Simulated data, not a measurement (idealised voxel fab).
Presented below is a process module, voxel wiring stack.
The cross-section on display is named cut; it measures 270 nm wide, and its cells are 5 nm squares.
Think of the cross-section as a grid of square cells. We describe it in bands, top to bottom, and each band covers one or more rows of those cells.
Per band: top height and bottom height in nm, followed by the left-to-right materials and their widths in nm; "full width" marks a single material spanning edge to edge, "empty" marks empty space.
It should be noted that heights are counted from 0, beneath which the wafer as supplied is of one material throughout, and that the lowest band possesses no lower boundary but continues downward, as written in "0..down".
Note: "30..40" means the width goes from the first number (top row of the band) to the second number (bottom row) in equal steps per row of cells.
Given "remained unchanged" for a step, no cell of the cross-section differs between before and after that step.
"Listed closed voids" means: voids of 8 cells or more that are shut off from the top with no open way through. Written width x height at distance, distance from the left edge, in nm.
Where a step's line continues beyond its settings, the continuation is a remark by the simulator itself on that step.
When a step includes a mask, the "overlay nm" setting on its line states how far to the right of its planned place that mask lay, and negative values state how far to the left.
Guide to the pairs. Each holds a before and an after cross-section around one process step; the after cross-section is cut off at the lowest band that changed. Look under the pair for the step between them and its settings. Pairs can come from different runs of this module on the same starting wafer, so a pair follows on from the one above it only where its entry headed "Incoming profile" says it does.
**Incoming profile**
110..105: 80 of TiN  15 of empty  30 of TiN  15 of empty  30 of TiN  15 of empty  85 of TiN
105..95: 75 of lowk  5 of TiN  15 of empty  5 of TiN  20 of lowk  5 of TiN  15 of empty  5 of TiN  20 of lowk  5 of TiN  15 of empty  5 of TiN  80 of lowk
95..90: 75 of lowk  5 of TiN  5 of empty  15 of TiN  20 of lowk  5 of TiN  5 of empty  15 of TiN  20 of lowk  5 of TiN  5 of empty  15 of TiN  80 of lowk
90..65: 75 of lowk  5 of TiN  5 of empty  5 of TiN  30 of lowk  5 of TiN  5 of empty  5 of TiN  30 of lowk  5 of TiN  5 of empty  5 of TiN  90 of lowk
65..60: 75 of lowk  15 of TiN  30 of lowk  15 of TiN  30 of lowk  15 of TiN  90 of lowk
60..45: lowk full width
45..40: SiCN full width
40..20: 70 of SiO2  5 of SiCN  25 of Ru  5 of SiCN  10 of SiO2  5 of SiCN  25 of Ru  5 of SiCN  10 of SiO2  5 of SiCN  25 of Ru  5 of SiCN  75 of SiO2
20..15: 75 of SiCN  25 of TiN  20 of SiCN  25 of TiN  20 of SiCN  25 of TiN  80 of SiCN
15..0: SiO2 full width
0..down: Si full width
Listed closed voids: none
**after**
120..110: Ru full width
110..105: 80 of TiN  15 of Ru  30 of TiN  15 of Ru  30 of TiN  15 of Ru  85 of TiN
105..95: 75 of lowk  5 of TiN  15 of Ru  5 of TiN  20 of lowk  5 of TiN  15 of Ru  5 of TiN  20 of lowk  5 of TiN  15 of Ru  5 of TiN  80 of lowk
95..90: 75 of lowk  5 of TiN  5 of Ru  15 of TiN  20 of lowk  5 of TiN  5 of Ru  15 of TiN  20 of lowk  5 of TiN  5 of Ru  15 of TiN  80 of lowk
90..65: 75 of lowk  5 of TiN  5 of Ru  5 of TiN  30 of lowk  5 of TiN  5 of Ru  5 of TiN  30 of lowk  5 of TiN  5 of Ru  5 of TiN  90 of lowk
Below 65, no change.
Listed closed voids: none
What process step lies between the two cross-sections above? op FILL_DEP | material Ru | thk nm 10
Incoming profile: as shown after the step in the preceding pair, directly above.
**after**
75..65: 75 of lowk  5 of TiN  5 of Ru  5 of TiN  30 of lowk  5 of TiN  5 of Ru  5 of TiN  30 of lowk  5 of TiN  5 of Ru  5 of TiN  90 of lowk
Below 65, no change.
Listed closed voids: none
What process step lies between the two cross-sections above? op CMP | height nm 75
Incoming profile: as shown after the step in the preceding pair, directly above.
**after**
80..75: SiCN full width
Below 75, no change.
Listed closed voids: none
What process step lies between the two cross-sections above? op CONFORMAL_DEP | material SiCN | thk nm 5
Incoming profile: as shown after the step in the preceding pair, directly above.
**after**
90..80: lowk full width
Below 80, no change.
Listed closed voids: none
What process step lies between the two cross-sections above? op DIRECTIONAL_DEP | material lowk | thk nm 10
Incoming profile: as shown after the step in the preceding pair, directly above.
**after**
110..90: 75 of resist  15 of empty  30 of resist  15 of empty  30 of resist  15 of empty  90 of resist
Below 90, no change.
Listed closed voids: none
What process step lies between the two cross-sections above? op PATTERN | tone open | mask id PLUG_2 | material resist | width nm 15 | pitch nm 45 | thk nm 20 | overlay nm 0
Incoming profile: as shown after the step in the preceding pair, directly above.
**after**
110..90: 75 of resist  15 of empty  30 of resist  15 of empty  30 of resist  15 of empty  90 of resist
90..80: 75 of lowk  15 of empty  30 of lowk  15 of empty  30 of lowk  15 of empty  90 of lowk
Below 80, no change.
Listed closed voids: none
What process step lies between the two cross-sections above? op DIRECTIONAL_ETCH | etch materials lowk | depth nm 10
Incoming profile: as shown after the step in the preceding pair, directly above.
**after**
110..90: 75 of resist  15 of empty  30 of resist  15 of empty  30 of resist  15 of empty  90 of resist
90..80: 75 of lowk  15 of empty  30 of lowk  15 of empty  30 of lowk  15 of empty  90 of lowk
80..75: 75 of SiCN  15 of empty  30 of SiCN  15 of empty  30 of SiCN  15 of empty  90 of SiCN
Below 75, no change.
Listed closed voids: none
What process step lies between the two cross-sections above? op DIRECTIONAL_ETCH | etch materials SiCN | depth nm 5
Incoming profile: as shown after the step in the preceding pair, directly above.
**after**
90..80: 75 of lowk  15 of empty  30 of lowk  15 of empty  30 of lowk  15 of empty  90 of lowk
Below 80, no change.
Listed closed voids: none
What process step lies between the two cross-sections above? op STRIP | etch materials resist
Incoming profile: as shown after the step in the preceding pair, directly above.
**after**
90..85: 75 of lowk  15 of empty  30 of lowk  15 of empty  30 of lowk  15 of empty  90 of lowk
85..80: 75 of lowk  15 of Ru  30 of lowk  15 of Ru  30 of lowk  15 of Ru  90 of lowk
80..75: 75 of SiCN  15 of Ru  30 of SiCN  15 of Ru  30 of SiCN  15 of Ru  90 of SiCN
Below 75, no change.
Listed closed voids: none
What process step lies between the two cross-sections above? op EPI | material Ru | thk nm 10
Incoming profile: as shown after the step in the preceding pair, directly above.
**after**
90..80: 75 of lowk  15 of Ru  30 of lowk  15 of Ru  30 of lowk  15 of Ru  90 of lowk
Below 80, no change.
Listed closed voids: none
What process step lies between the two cross-sections above? op EPI | material Ru | thk nm 5
Incoming profile: as shown after the step in the preceding pair, directly above.
**after**
95..90: TiN full width
Below 90, no change.
Listed closed voids: none
What process step lies between the two cross-sections above? op DIRECTIONAL_DEP | material TiN | thk nm 5
Incoming profile: as shown after the step in the preceding pair, directly above.
**after**
120..95: W full width
Below 95, no change.
Listed closed voids: none
What process step lies between the two cross-sections above? op DIRECTIONAL_DEP | material W | thk nm 25
Incoming profile: as shown after the step in the preceding pair, directly above.
**after**
120..95: 75 of empty  25 of W  20 of empty  25 of W  20 of empty  25 of W  80 of empty
Below 95, no change.
Listed closed voids: none
What process step lies between the two cross-sections above? op MASKED_ETCH | tone cover | mask id METAL_3 | width nm 25 | pitch nm 45 | etch materials W | depth nm 25 | overlay nm 0
Incoming profile: as shown after the step in the preceding pair, directly above.
**after**
120..95: 75 of empty  25 of W  20 of empty  25 of W  20 of empty  25 of W  80 of empty
95..90: 75 of empty  25 of TiN  20 of empty  25 of TiN  20 of empty  25 of TiN  80 of empty
Below 90, no change.
Listed closed voids: none
What process step lies between the two cross-sections above? op MASKED_ETCH | tone cover | mask id METAL_3 | width nm 25 | pitch nm 45 | etch materials TiN | depth nm 5 | overlay nm 0
Incoming profile: as shown after the step in the preceding pair, directly above.
**after**
130..120: lowk full width
120..95: 75 of lowk  25 of W  20 of lowk  25 of W  20 of lowk  25 of W  80 of lowk
95..90: 75 of lowk  25 of TiN  20 of lowk  25 of TiN  20 of lowk  25 of TiN  80 of lowk
Below 90, no change.
Listed closed voids: none
What process step lies between the two cross-sections above? op FILL_DEP | material lowk | thk nm 10
Incoming profile: as shown after the step in the preceding pair, directly above.
**after**
120..95: 75 of lowk  25 of W  20 of lowk  25 of W  20 of lowk  25 of W  80 of lowk
Below 95, no change.
Listed closed voids: none
What process step lies between the two cross-sections above? op CMP | height nm 120
Incoming profile: as shown after the step in the preceding pair, directly above.
**after**
125..120: SiCN full width
Below 120, no change.
Listed closed voids: none
What process step lies between the two cross-sections above? op CONFORMAL_DEP | material SiCN | thk nm 5
**Incoming profile**
75..65: 75 of lowk  5 of TiN  15 of Ru  5 of TiN  20 of lowk  5 of TiN  15 of Ru  5 of TiN  20 of lowk  5 of TiN  15 of Ru  5 of TiN  80 of lowk
65..60: 75 of lowk  5 of TiN  5 of Ru  15 of TiN  20 of lowk  5 of TiN  5 of Ru  15 of TiN  20 of lowk  5 of TiN  5 of Ru  15 of TiN  80 of lowk
60..45: 75 of lowk  5 of TiN  5 of Ru  5 of TiN  30 of lowk  5 of TiN  5 of Ru  5 of TiN  30 of lowk  5 of TiN  5 of Ru  5 of TiN  90 of lowk
45..40: 75 of SiCN  15 of TiN  30 of SiCN  15 of TiN  30 of SiCN  15 of TiN  90 of SiCN
40..20: 70 of SiO2  5 of SiCN  25 of Ru  5 of SiCN  10 of SiO2  5 of SiCN  25 of Ru  5 of SiCN  10 of SiO2  5 of SiCN  25 of Ru  5 of SiCN  75 of SiO2
20..15: 75 of SiCN  25 of TiN  20 of SiCN  25 of TiN  20 of SiCN  25 of TiN  80 of SiCN
15..0: SiO2 full width
0..down: Si full width
Listed closed voids: none
**after**
85..75: lowk full width
Below 75, no change.
Listed closed voids: none
What process step lies between the two cross-sections above? op DIRECTIONAL_DEP | material lowk | thk nm 10
Incoming profile: as shown after the step in the preceding pair, directly above.
**after**
90..85: SiCN full width
Below 85, no change.
Listed closed voids: none
What process step lies between the two cross-sections above? op CONFORMAL_DEP | material SiCN | thk nm 5
Incoming profile: as shown after the step in the preceding pair, directly above.
**after**
110..90: 75 of resist  15 of empty  30 of resist  15 of empty  30 of resist  15 of empty  90 of resist
Below 90, no change.
Listed closed voids: none
What process step lies between the two cross-sections above? op PATTERN | tone open | mask id PLUG_2 | material resist | width nm 15 | pitch nm 45 | thk nm 20 | overlay nm 0
Incoming profile: as shown after the step in the preceding pair, directly above.
**after**
110..90: 75 of resist  15 of empty  30 of resist  15 of empty  30 of resist  15 of empty  90 of resist
90..85: 75 of SiCN  15 of empty  30 of SiCN  15 of empty  30 of SiCN  15 of empty  90 of SiCN
Below 85, no change.
Listed closed voids: none
What process step lies between the two cross-sections above? op DIRECTIONAL_ETCH | etch materials SiCN | depth nm 5
Incoming profile: as shown after the step in the preceding pair, directly above.
**after**
90..85: 75 of SiCN  15 of empty  30 of SiCN  15 of empty  30 of SiCN  15 of empty  90 of SiCN
Below 85, no change.
Listed closed voids: none
What process step lies between the two cross-sections above? op STRIP | etch materials resist
Incoming profile: as shown after the step in the preceding pair, directly above.
**after**
95..90: 75 of TiN  15 of empty  30 of TiN  15 of empty  30 of TiN  15 of empty  90 of TiN
90..85: 75 of SiCN  15 of TiN  30 of SiCN  15 of TiN  30 of SiCN  15 of TiN  90 of SiCN
Below 85, no change.
Listed closed voids: none
What process step lies between the two cross-sections above? op DIRECTIONAL_DEP | material TiN | thk nm 5
Incoming profile: as shown after the step in the preceding pair, directly above.
**after**
120..115: 75 of W  15 of empty  30 of W  15 of empty  30 of W  15 of empty  90 of W
115..95: W full width
95..90: 75 of TiN  15 of W  30 of TiN  15 of W  30 of TiN  15 of W  90 of TiN
Below 90, no change.
Listed closed voids: none
What process step lies between the two cross-sections above? op DIRECTIONAL_DEP | material W | thk nm 25
Incoming profile: as shown after the step in the preceding pair, directly above.
**after**
120..115: 90 of empty  10 of W  35 of empty  10 of W  35 of empty  10 of W  80 of empty
115..95: 75 of empty  25 of W  20 of empty  25 of W  20 of empty  25 of W  80 of empty
Below 95, no change.
Listed closed voids: none
What process step lies between the two cross-sections above? op MASKED_ETCH | tone cover | mask id METAL_3 | width nm 25 | pitch nm 45 | etch materials W | depth nm 25 | overlay nm 0
Incoming profile: as shown after the step in the preceding pair, directly above.
**after**
120..115: 90 of empty  10 of W  35 of empty  10 of W  35 of empty  10 of W  80 of empty
115..95: 75 of empty  25 of W  20 of empty  25 of W  20 of empty  25 of W  80 of empty
95..90: 75 of empty  15 of W  10 of TiN  20 of empty  15 of W  10 of TiN  20 of empty  15 of W  10 of TiN  80 of empty
Below 90, no change.
Listed closed voids: none
What process step lies between the two cross-sections above? op MASKED_ETCH | tone cover | mask id METAL_3 | width nm 25 | pitch nm 45 | etch materials TiN | depth nm 5 | overlay nm 0
Incoming profile: as shown after the step in the preceding pair, directly above.
**after**
130..120: lowk full width
120..115: 90 of lowk  10 of W  35 of lowk  10 of W  35 of lowk  10 of W  80 of lowk
115..95: 75 of lowk  25 of W  20 of lowk  25 of W  20 of lowk  25 of W  80 of lowk
95..90: 75 of lowk  15 of W  10 of TiN  20 of lowk  15 of W  10 of TiN  20 of lowk  15 of W  10 of TiN  80 of lowk
Below 90, no change.
Listed closed voids: none
What process step lies between the two cross-sections above? op FILL_DEP | material lowk | thk nm 10
Incoming profile: as shown after the step in the preceding pair, directly above.
**after**
120..115: 90 of lowk  10 of W  35 of lowk  10 of W  35 of lowk  10 of W  80 of lowk
Below 115, no change.
Listed closed voids: none
What process step lies between the two cross-sections above? op CMP | height nm 120
Incoming profile: as shown after the step in the preceding pair, directly above.
**after**
125..120: SiCN full width
Below 120, no change.
Listed closed voids: none
What process step lies between the two cross-sections above? op CONFORMAL_DEP | material SiCN | thk nm 5
**Incoming profile**
130..120: lowk full width
120..95: 75 of lowk  25 of W  20 of lowk  25 of W  20 of lowk  25 of W  80 of lowk
95..90: 75 of lowk  25 of TiN  20 of lowk  25 of TiN  20 of lowk  25 of TiN  80 of lowk
90..80: 75 of lowk  15 of Ru  30 of lowk  15 of Ru  30 of lowk  15 of Ru  90 of lowk
80..75: 75 of SiCN  15 of Ru  30 of SiCN  15 of Ru  30 of SiCN  15 of Ru  90 of SiCN
75..65: 75 of lowk  5 of TiN  15 of Ru  5 of TiN  20 of lowk  5 of TiN  15 of Ru  5 of TiN  20 of lowk  5 of TiN  15 of Ru  5 of TiN  80 of lowk
65..60: 75 of lowk  5 of TiN  5 of Ru  15 of TiN  20 of lowk  5 of TiN  5 of Ru  15 of TiN  20 of lowk  5 of TiN  5 of Ru  15 of TiN  80 of lowk
60..45: 75 of lowk  5 of TiN  5 of Ru  5 of TiN  30 of lowk  5 of TiN  5 of Ru  5 of TiN  30 of lowk  5 of TiN  5 of Ru  5 of TiN  90 of lowk
45..40: 75 of SiCN  15 of TiN  30 of SiCN  15 of TiN  30 of SiCN  15 of TiN  90 of SiCN
40..20: 70 of SiO2  5 of SiCN  25 of Ru  5 of SiCN  10 of SiO2  5 of SiCN  25 of Ru  5 of SiCN  10 of SiO2  5 of SiCN  25 of Ru  5 of SiCN  75 of SiO2
20..15: 75 of SiCN  25 of TiN  20 of SiCN  25 of TiN  20 of SiCN  25 of TiN  80 of SiCN
15..0: SiO2 full width
0..down: Si full width
Listed closed voids: none
**after**
115..95: 75 of lowk  25 of W  20 of lowk  25 of W  20 of lowk  25 of W  80 of lowk
Below 95, no change.
Listed closed voids: none
What process step lies between the two cross-sections above? op CMP | height nm 115
Incoming profile: as shown after the step in the preceding pair, directly above.
**after**
120..115: SiCN full width
Below 115, no change.
Listed closed voids: none
What process step lies between the two cross-sections above? op CONFORMAL_DEP | material SiCN | thk nm 5
**Incoming profile**
90..80: lowk full width
80..75: SiCN full width
75..65: 75 of lowk  5 of TiN  15 of Ru  5 of TiN  20 of lowk  5 of TiN  15 of Ru  5 of TiN  20 of lowk  5 of TiN  15 of Ru  5 of TiN  80 of lowk
65..60: 75 of lowk  5 of TiN  5 of Ru  15 of TiN  20 of lowk  5 of TiN  5 of Ru  15 of TiN  20 of lowk  5 of TiN  5 of Ru  15 of TiN  80 of lowk
60..45: 75 of lowk  5 of TiN  5 of Ru  5 of TiN  30 of lowk  5 of TiN  5 of Ru  5 of TiN  30 of lowk  5 of TiN  5 of Ru  5 of TiN  90 of lowk
45..40: 75 of SiCN  15 of TiN  30 of SiCN  15 of TiN  30 of SiCN  15 of TiN  90 of SiCN
40..20: 70 of SiO2  5 of SiCN  25 of Ru  5 of SiCN  10 of SiO2  5 of SiCN  25 of Ru  5 of SiCN  10 of SiO2  5 of SiCN  25 of Ru  5 of SiCN  75 of SiO2
20..15: 75 of SiCN  25 of TiN  20 of SiCN  25 of TiN  20 of SiCN  25 of TiN  80 of SiCN
15..0: SiO2 full width
0..down: Si full width
Listed closed voids: none
**after**
110..90: 70 of resist  25 of empty  20 of resist  25 of empty  20 of resist  25 of empty  85 of resist
Below 90, no change.
Listed closed voids: none
What process step lies between the two cross-sections above? op PATTERN | tone open | mask id PLUG_2 | material resist | width nm 25 | pitch nm 45 | thk nm 20 | overlay nm 0
Incoming profile: as shown after the step in the preceding pair, directly above.
**after**
110..90: 70 of resist  25 of empty  20 of resist  25 of empty  20 of resist  25 of empty  85 of resist
90..80: 70 of lowk  25 of empty  20 of lowk  25 of empty  20 of lowk  25 of empty  85 of lowk
Below 80, no change.
Listed closed voids: none
What process step lies between the two cross-sections above? op DIRECTIONAL_ETCH | etch materials lowk | depth nm 10
Incoming profile: as shown after the step in the preceding pair, directly above.
**after**
110..90: 70 of resist  25 of empty  20 of resist  25 of empty  20 of resist  25 of empty  85 of resist
90..80: 70 of lowk  25 of empty  20 of lowk  25 of empty  20 of lowk  25 of empty  85 of lowk
80..75: 70 of SiCN  25 of empty  20 of SiCN  25 of empty  20 of SiCN  25 of empty  85 of SiCN
Below 75, no change.
Listed closed voids: none
What process step lies between the two cross-sections above? op DIRECTIONAL_ETCH | etch materials SiCN | depth nm 5
Incoming profile: as shown after the step in the preceding pair, directly above.
**after**
90..80: 70 of lowk  25 of empty  20 of lowk  25 of empty  20 of lowk  25 of empty  85 of lowk
Below 80, no change.
Listed closed voids: none
What process step lies between the two cross-sections above? op STRIP | etch materials resist
Incoming profile: as shown after the step in the preceding pair, directly above.
**after**
90..85: 70 of lowk  25 of empty  20 of lowk  25 of empty  20 of lowk  25 of empty  85 of lowk
85..80: 70 of lowk  25 of Ru  20 of lowk  25 of Ru  20 of lowk  25 of Ru  85 of lowk
80..75: 70 of SiCN  25 of Ru  20 of SiCN  25 of Ru  20 of SiCN  25 of Ru  85 of SiCN
Below 75, no change.
Listed closed voids: none
What process step lies between the two cross-sections above? op EPI | material Ru | thk nm 10
Incoming profile: as shown after the step in the preceding pair, directly above.
**after**
90..80: 70 of lowk  25 of Ru  20 of lowk  25 of Ru  20 of lowk  25 of Ru  85 of lowk
Below 80, no change.
Listed closed voids: none
What process step lies between the two cross-sections above? op EPI | material Ru | thk nm 5
Incoming profile: as shown after the step in the preceding pair, directly above.
**after**
95..90: TiN full width
Below 90, no change.
Listed closed voids: none
What process step lies between the two cross-sections above? op DIRECTIONAL_DEP | material TiN | thk nm 5
Incoming profile: as shown after the step in the preceding pair, directly above.
**after**
120..95: W full width
Below 95, no change.
Listed closed voids: none
What process step lies between the two cross-sections above? op DIRECTIONAL_DEP | material W | thk nm 25
Incoming profile: as shown after the step in the preceding pair, directly above.
**after**
120..95: 75 of empty  25 of W  20 of empty  25 of W  20 of empty  25 of W  80 of empty
Below 95, no change.
Listed closed voids: none
What process step lies between the two cross-sections above? op MASKED_ETCH | tone cover | mask id METAL_3 | width nm 25 | pitch nm 45 | etch materials W | depth nm 25 | overlay nm 0
Incoming profile: as shown after the step in the preceding pair, directly above.
**after**
120..95: 75 of empty  25 of W  20 of empty  25 of W  20 of empty  25 of W  80 of empty
95..90: 75 of empty  25 of TiN  20 of empty  25 of TiN  20 of empty  25 of TiN  80 of empty
Below 90, no change.
Listed closed voids: none
What process step lies between the two cross-sections above? op MASKED_ETCH | tone cover | mask id METAL_3 | width nm 25 | pitch nm 45 | etch materials TiN | depth nm 5 | overlay nm 0
Incoming profile: as shown after the step in the preceding pair, directly above.
**after**
130..120: lowk full width
120..95: 75 of lowk  25 of W  20 of lowk  25 of W  20 of lowk  25 of W  80 of lowk
95..90: 75 of lowk  25 of TiN  20 of lowk  25 of TiN  20 of lowk  25 of TiN  80 of lowk
Below 90, no change.
Listed closed voids: none
What process step lies between the two cross-sections above? op FILL_DEP | material lowk | thk nm 10
Incoming profile: as shown after the step in the preceding pair, directly above.
**after**
120..95: 75 of lowk  25 of W  20 of lowk  25 of W  20 of lowk  25 of W  80 of lowk
Below 95, no change.
Listed closed voids: none
What process step lies between the two cross-sections above? op CMP | height nm 120
Incoming profile: as shown after the step in the preceding pair, directly above.
**after**
125..120: SiCN full width
Below 120, no change.
Listed closed voids: none
What process step lies between the two cross-sections above? op CONFORMAL_DEP | material SiCN | thk nm 5
**Incoming profile**
85..75: aC full width
75..45: lowk full width
45..40: SiCN full width
40..20: 70 of SiO2  5 of SiCN  25 of Ru  5 of SiCN  10 of SiO2  5 of SiCN  25 of Ru  5 of SiCN  10 of SiO2  5 of SiCN  25 of Ru  5 of SiCN  75 of SiO2
20..15: 75 of SiCN  25 of TiN  20 of SiCN  25 of TiN  20 of SiCN  25 of TiN  80 of SiCN
15..0: SiO2 full width
0..down: Si full width
Listed closed voids: none
**after**
110..85: 85 of resist  15 of empty  30 of resist  15 of empty  30 of resist  15 of empty  80 of resist
Below 85, no change.
Listed closed voids: none
What process step lies between the two cross-sections above? op PATTERN | tone open | mask id METAL_2_HOLES | material resist | width nm 15 | pitch nm 45 | thk nm 25 | overlay nm 10
Incoming profile: as shown after the step in the preceding pair, directly above.
**after**
100..85: 85 of resist  15 of empty  30 of resist  15 of empty  30 of resist  15 of empty  80 of resist
85..75: 85 of aC  15 of empty  30 of aC  15 of empty  30 of aC  15 of empty  80 of aC
Below 75, no change.
Listed closed voids: none
What process step lies between the two cross-sections above? op DIRECTIONAL_ETCH | etch materials aC | depth nm 10
Incoming profile: as shown after the step in the preceding pair, directly above.
**after**
85..75: 85 of aC  15 of empty  30 of aC  15 of empty  30 of aC  15 of empty  80 of aC
Below 75, no change.
Listed closed voids: none
What process step lies between the two cross-sections above? op STRIP | etch materials resist
Incoming profile: as shown after the step in the preceding pair, directly above.
**after**
85..75: 85 of aC  15 of empty  30 of aC  15 of empty  30 of aC  15 of empty  80 of aC
75..45: 85 of lowk  15 of empty  30 of lowk  15 of empty  30 of lowk  15 of empty  80 of lowk
Below 45, no change.
Listed closed voids: none
What process step lies between the two cross-sections above? op DIRECTIONAL_ETCH | etch materials lowk | depth nm 30
Incoming profile: as shown after the step in the preceding pair, directly above.
**after**
75..45: 85 of lowk  15 of empty  30 of lowk  15 of empty  30 of lowk  15 of empty  80 of lowk
Below 45, no change.
Listed closed voids: none
What process step lies between the two cross-sections above? op STRIP | etch materials aC
Incoming profile: as shown after the step in the preceding pair, directly above.
**after**
75..60: 75 of lowk  25 of empty  20 of lowk  25 of empty  20 of lowk  25 of empty  80 of lowk
Below 60, no change.
Listed closed voids: none
What process step lies between the two cross-sections above? op MASKED_ETCH | tone open | mask id METAL_2 | width nm 25 | pitch nm 45 | etch materials lowk | depth nm 15 | overlay nm 0
Incoming profile: as shown after the step in the preceding pair, directly above.
**after**
75..60: 75 of lowk  25 of empty  20 of lowk  25 of empty  20 of lowk  25 of empty  80 of lowk
60..45: 85 of lowk  15 of empty  30 of lowk  15 of empty  30 of lowk  15 of empty  80 of lowk
45..40: 85 of SiCN  15 of empty  30 of SiCN  15 of empty  30 of SiCN  15 of empty  80 of SiCN
Below 40, no change.
Listed closed voids: none
What process step lies between the two cross-sections above? op MASKED_ETCH | tone open | mask id METAL_2 | width nm 25 | pitch nm 45 | etch materials SiCN | depth nm 5 | overlay nm 0
Incoming profile: as shown after the step in the preceding pair, directly above.
**after**
80..75: 80 of TiN  15 of empty  30 of TiN  15 of empty  30 of TiN  15 of empty  85 of TiN
75..65: 75 of lowk  5 of TiN  15 of empty  5 of TiN  20 of lowk  5 of TiN  15 of empty  5 of TiN  20 of lowk  5 of TiN  15 of empty  5 of TiN  80 of lowk
65..60: 75 of lowk  15 of TiN  5 of empty  5 of TiN  20 of lowk  15 of TiN  5 of empty  5 of TiN  20 of lowk  15 of TiN  5 of empty  5 of TiN  80 of lowk
60..45: 85 of lowk  5 of TiN  5 of empty  5 of TiN  30 of lowk  5 of TiN  5 of empty  5 of TiN  30 of lowk  5 of TiN  5 of empty  5 of TiN  80 of lowk
45..40: 85 of SiCN  15 of TiN  30 of SiCN  15 of TiN  30 of SiCN  15 of TiN  80 of SiCN
Below 40, no change.
Listed closed voids: none
What process step lies between the two cross-sections above? op CONFORMAL_DEP | material TiN | thk nm 5
Incoming profile: as shown after the step in the preceding pair, directly above.
**after**
90..80: Ru full width
80..75: 80 of TiN  15 of Ru  30 of TiN  15 of Ru  30 of TiN  15 of Ru  85 of TiN
75..65: 75 of lowk  5 of TiN  15 of Ru  5 of TiN  20 of lowk  5 of TiN  15 of Ru  5 of TiN  20 of lowk  5 of TiN  15 of Ru  5 of TiN  80 of lowk
65..60: 75 of lowk  15 of TiN  5 of Ru  5 of TiN  20 of lowk  15 of TiN  5 of Ru  5 of TiN  20 of lowk  15 of TiN  5 of Ru  5 of TiN  80 of lowk
60..45: 85 of lowk  5 of TiN  5 of Ru  5 of TiN  30 of lowk  5 of TiN  5 of Ru  5 of TiN  30 of lowk  5 of TiN  5 of Ru  5 of TiN  80 of lowk
Below 45, no change.
Listed closed voids: none
What process step lies between the two cross-sections above? op FILL_DEP | material Ru | thk nm 10
Incoming profile: as shown after the step in the preceding pair, directly above.
**after**
75..65: 75 of lowk  5 of TiN  15 of Ru  5 of TiN  20 of lowk  5 of TiN  15 of Ru  5 of TiN  20 of lowk  5 of TiN  15 of Ru  5 of TiN  80 of lowk
Below 65, no change.
Listed closed voids: none
What process step lies between the two cross-sections above? op CMP | height nm 75
Incoming profile: as shown after the step in the preceding pair, directly above.
**after**
80..75: SiCN full width
Below 75, no change.
Listed closed voids: none
What process step lies between the two cross-sections above? op CONFORMAL_DEP | material SiCN | thk nm 5
Incoming profile: as shown after the step in the preceding pair, directly above.
**after**
90..80: lowk full width
Below 80, no change.
Listed closed voids: none
What process step lies between the two cross-sections above? op DIRECTIONAL_DEP | material lowk | thk nm 10
Incoming profile: as shown after the step in the preceding pair, directly above.
**after**
110..90: 75 of resist  15 of empty  30 of resist  15 of empty  30 of resist  15 of empty  90 of resist
Below 90, no change.
Listed closed voids: none
What process step lies between the two cross-sections above? op PATTERN | tone open | mask id PLUG_2 | material resist | width nm 15 | pitch nm 45 | thk nm 20 | overlay nm 0
Incoming profile: as shown after the step in the preceding pair, directly above.
**after**
110..90: 75 of resist  15 of empty  30 of resist  15 of empty  30 of resist  15 of empty  90 of resist
90..80: 75 of lowk  15 of empty  30 of lowk  15 of empty  30 of lowk  15 of empty  90 of lowk
Below 80, no change.
Listed closed voids: none
What process step lies between the two cross-sections above? op DIRECTIONAL_ETCH | etch materials lowk | depth nm 10
Incoming profile: as shown after the step in the preceding pair, directly above.
**after**
110..90: 75 of resist  15 of empty  30 of resist  15 of empty  30 of resist  15 of empty  90 of resist
90..80: 75 of lowk  15 of empty  30 of lowk  15 of empty  30 of lowk  15 of empty  90 of lowk
80..75: 75 of SiCN  15 of empty  30 of SiCN  15 of empty  30 of SiCN  15 of empty  90 of SiCN
Below 75, no change.
Listed closed voids: none
What process step lies between the two cross-sections above? op DIRECTIONAL_ETCH | etch materials SiCN | depth nm 5
Incoming profile: as shown after the step in the preceding pair, directly above.
**after**
90..80: 75 of lowk  15 of empty  30 of lowk  15 of empty  30 of lowk  15 of empty  90 of lowk
Below 80, no change.
Listed closed voids: none
What process step lies between the two cross-sections above? op STRIP | etch materials resist
Incoming profile: as shown after the step in the preceding pair, directly above.
**after**
90..85: 75 of lowk  15 of empty  30 of lowk  15 of empty  30 of lowk  15 of empty  90 of lowk
85..80: 75 of lowk  15 of Ru  30 of lowk  15 of Ru  30 of lowk  15 of Ru  90 of lowk
80..75: 75 of SiCN  15 of Ru  30 of SiCN  15 of Ru  30 of SiCN  15 of Ru  90 of SiCN
Below 75, no change.
Listed closed voids: none
What process step lies between the two cross-sections above? op EPI | material Ru | thk nm 10
Incoming profile: as shown after the step in the preceding pair, directly above.
**after**
90..80: 75 of lowk  15 of Ru  30 of lowk  15 of Ru  30 of lowk  15 of Ru  90 of lowk
Below 80, no change.
Listed closed voids: none
What process step lies between the two cross-sections above? op EPI | material Ru | thk nm 5
Incoming profile: as shown after the step in the preceding pair, directly above.
**after**
95..90: TiN full width
Below 90, no change.
Listed closed voids: none
What process step lies between the two cross-sections above? op DIRECTIONAL_DEP | material TiN | thk nm 5
Incoming profile: as shown after the step in the preceding pair, directly above.
**after**
120..95: W full width
Below 95, no change.
Listed closed voids: none
What process step lies between the two cross-sections above? op DIRECTIONAL_DEP | material W | thk nm 25
Incoming profile: as shown after the step in the preceding pair, directly above.
**after**
120..95: 75 of empty  25 of W  20 of empty  25 of W  20 of empty  25 of W  80 of empty
Below 95, no change.
Listed closed voids: none
What process step lies between the two cross-sections above? op MASKED_ETCH | tone cover | mask id METAL_3 | width nm 25 | pitch nm 45 | etch materials W | depth nm 25 | overlay nm 0
Incoming profile: as shown after the step in the preceding pair, directly above.
**after**
120..95: 75 of empty  25 of W  20 of empty  25 of W  20 of empty  25 of W  80 of empty
95..90: 75 of empty  25 of TiN  20 of empty  25 of TiN  20 of empty  25 of TiN  80 of empty
Below 90, no change.
Listed closed voids: none
What process step lies between the two cross-sections above? op MASKED_ETCH | tone cover | mask id METAL_3 | width nm 25 | pitch nm 45 | etch materials TiN | depth nm 5 | overlay nm 0
Incoming profile: as shown after the step in the preceding pair, directly above.
**after**
130..120: lowk full width
120..95: 75 of lowk  25 of W  20 of lowk  25 of W  20 of lowk  25 of W  80 of lowk
95..90: 75 of lowk  25 of TiN  20 of lowk  25 of TiN  20 of lowk  25 of TiN  80 of lowk
Below 90, no change.
Listed closed voids: none
What process step lies between the two cross-sections above? op FILL_DEP | material lowk | thk nm 10
Incoming profile: as shown after the step in the preceding pair, directly above.
**after**
120..95: 75 of lowk  25 of W  20 of lowk  25 of W  20 of lowk  25 of W  80 of lowk
Below 95, no change.
Listed closed voids: none
What process step lies between the two cross-sections above? op CMP | height nm 120
Incoming profile: as shown after the step in the preceding pair, directly above.
**after**
125..120: SiCN full width
Below 120, no change.
Listed closed voids: none
What process step lies between the two cross-sections above? op CONFORMAL_DEP | material SiCN | thk nm 5
